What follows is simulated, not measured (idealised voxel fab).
Process module under the name voxel gate over fins
It is cross-section cut that appears here, measuring 210 nm in width, its square cells being 5 nm in size.
We lay out every cross-section as a grid of square cells and spell it out in bands from the top down, where one band means one or more rows of cells.
Top, bottom (nm), then materials left to right with widths (nm); lone material tagged "throughout" fills the whole band edge to edge; "blank" = empty space.
Zero point of the height axis is 0; under it, received wafer = one material. Lowest band: continues down indefinitely, "from 0 down".
You'd read "30..40" like this: the band's top row of cells is as wide as the first number, its bottom row is as wide as the second, and going down, every row changes width by the same amount as the row before did.
No cell of the cross-section changed in a step that is given as "no alteration".
For the entry "Closed internal cavities", the listed items are empty spaces with no open way to the top whose size is 8 cells or more; each item follows the pattern width x height at distance, where distance is from the left edge and all three are in nm.
What comes after the settings on a step's line is commentary from the simulator itself on that step.
overlay nm: mask offset rightward from planned place, masked step; negative means leftward offset.
### Steps planned for the process
1 RECEIVE,material Si
2 CONFORMAL_DEP,material SiN,thk nm 10
3 DIRECTIONAL_DEP,material aC,thk nm 10
4 PATTERN,tone cover,mask id FINS,material resist,width nm 15,pitch nm 55,thk nm 30,overlay nm 0
5 DIRECTIONAL_ETCH,etch materials aC,depth nm 10
6 STRIP,etch materials resist
7 DIRECTIONAL_ETCH,etch materials SiN,depth nm 10
8 DIRECTIONAL_ETCH,etch materials Si,depth nm 35
9 STRIP,etch materials aC
10 FILL_DEP,material SiO2,thk nm 15
11 CMP,height nm 10
12 DIRECTIONAL_DEP,material aC,thk nm 10
13 PATTERN,tone open,mask id RAIL,material resist,width nm 15,thk nm 25,overlay nm 0
14 DIRECTIONAL_ETCH,etch materials aC,depth nm 10
15 STRIP,etch materials resist
16 DIRECTIONAL_ETCH,etch materials SiO2,depth nm 40
17 STRIP,etch materials aC
18 CONFORMAL_DEP,material TiN,thk nm 5
19 FILL_DEP,material W,thk nm 10
20 CMP,height nm 10
21 SELECTIVE_ETCH,etch materials W Ru TiN,depth nm 30
22 FILL_DEP,material SiO2,thk nm 5
23 CMP,height nm 10
24 SELECTIVE_ETCH,etch materials SiO2,depth nm 20
25 STRIP,etch materials SiN
26 CONFORMAL_DEP,material HfO2,thk nm 5
27 CONFORMAL_DEP,material TiN,thk nm 5
28 CONFORMAL_DEP,material TiAl,thk nm 5
29 CONFORMAL_DEP,material TiN,thk nm 5
30 FILL_DEP,material W,thk nm 15
31 CMP,height nm 30
32 CONFORMAL_DEP,material SiCN,thk nm 10
### So this is the incoming wafer in cross-section - it's already been through step 1
> from 0 down  Si throughout
> Closed internal cavities: none
### What the wafer looks like in cross-section after this module, when it starts as shown above and follows the plan above but one mistake is made in running it
> from 40 to 30  SiCN throughout
> from 30 to 20  W throughout
> from 20 to 15  15 nm W  165 nm TiN  30 nm W
> from 15 to 10  15 nm W  5 nm TiN  45 nm TiAl  10 nm TiN  45 nm TiAl  10 nm TiN  45 nm TiAl  5 nm TiN  30 nm W
> from 10 to 5  20 nm TiN  5 nm TiAl  35 nm TiN  5 nm TiAl  10 nm TiN  5 nm TiAl  35 nm TiN  5 nm TiAl  10 nm TiN  5 nm TiAl  35 nm TiN  5 nm TiAl  35 nm TiN
> from 5 to 0  25 nm TiAl  5 nm TiN  25 nm HfO2  5 nm TiN  20 nm TiAl  5 nm TiN  25 nm HfO2  5 nm TiN  20 nm TiAl  5 nm TiN  25 nm HfO2  5 nm TiN  40 nm TiAl
> from 0 to -5  30 nm TiN  5 nm HfO2  15 nm Si  5 nm HfO2  30 nm TiN  5 nm HfO2  15 nm Si  5 nm HfO2  30 nm TiN  5 nm HfO2  15 nm Si  5 nm HfO2  45 nm TiN
> from -5 to -10  35 nm HfO2  15 nm Si  40 nm HfO2  15 nm Si  40 nm HfO2  15 nm Si  50 nm HfO2
> from -10 to -20  35 nm SiO2  15 nm Si  40 nm SiO2  15 nm Si  40 nm SiO2  15 nm Si  50 nm SiO2
> from -20 to -25  35 nm SiO2  15 nm Si  15 nm SiO2  5 nm TiN  5 nm W  5 nm TiN  10 nm SiO2  15 nm Si  40 nm SiO2  15 nm Si  50 nm SiO2
> from -25 to -30  35 nm SiO2  15 nm Si  15 nm SiO2  15 nm TiN  10 nm SiO2  15 nm Si  40 nm SiO2  15 nm Si  50 nm SiO2
> from -30 to -35  35 nm SiO2  15 nm Si  40 nm SiO2  15 nm Si  40 nm SiO2  15 nm Si  50 nm SiO2
> from -35 down  Si throughout
> Closed internal cavities: none
Processing error: step 4 off recipe, ran as PATTERN,tone cover,mask id FINS,material resist,width nm 15,pitch nm 55,thk nm 30,overlay nm -5
